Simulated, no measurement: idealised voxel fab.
Documented hereafter: the process module known as voxel tone inversion.
The width of the displayed cross-section, cut, is 220 nm; its cells are square, with a size of 5 nm.
In this document a cross-section is written as a grid of square cells. It is given as a series of bands, listed from the top down, and a band is one or more rows of cells. Band: top height; bottom height; in nm. Then, left to right: material with width in nm, for each material. "everywhere": a single material spanning edge to edge. "empty": empty space. Basically, 0 is our baseline, since under it the wafer straight out of the box is all one material. The bottom band has no lower end and keeps on going down, so it looks like "0 nm and below". A width given as "30->40" starts at the first number in the band's top row and ends at the second number in its bottom row, shifting by an equal amount at every step from row to row. "no alteration" for a step: no cell of the cross-section changed in that step. In "Trapped void list" the enclosed voids are listed, meaning empty spaces of 8 cells or larger without any opening to the top. The form is width x height at distance, distance from the left edge, units nm. Where a step's line continues beyond its settings, the continuation is a remark by the simulator itself on that step. "overlay nm", when on a step's line for a step with a mask, measures how far to the right of its planned place the mask lay; a negative measure means to the left.
The steps planned for the process are as follows
- 1: RECEIVE (material Si)
- 2: CONFORMAL_DEP (material SiN; thk nm 10)
- 3: DIRECTIONAL_DEP (material aC; thk nm 15)
- 4: PATTERN (tone cover; mask id POSTS; material resist; width nm 15; pitch nm 45; thk nm 25; overlay nm 0)
- 5: DIRECTIONAL_ETCH (etch materials aC; depth nm 15)
- 6: STRIP (etch materials resist)
- 7: FILL_DEP (material lowk; thk nm 10)
- 8: CMP (height nm 25)
- 9: STRIP (etch materials aC)
Across this set of wafers, the varied parameter is the width nm of step 4. Starting conditions are identical for every wafer, and the plan reports the value assigned to the first wafer.
First of several wafers, received after step 1, in cross-section
- 0 nm and below  Si everywhere
- Trapped void list: none
The rows of the table below are wafers. Looking at the end of the module, a row counts, for every material, the cells the wafer has gained, shown as (+), or lost, shown as (-), since it was received; its closed voids come next
width nm 15; +88 SiN; +96 lowk; Trapped void list: none
width nm 20; +88 SiN; +84 lowk; Trapped void list: none
width nm 25; +88 SiN; +72 lowk; Trapped void list: none
width nm 30; +88 SiN; +60 lowk; Trapped void list: none
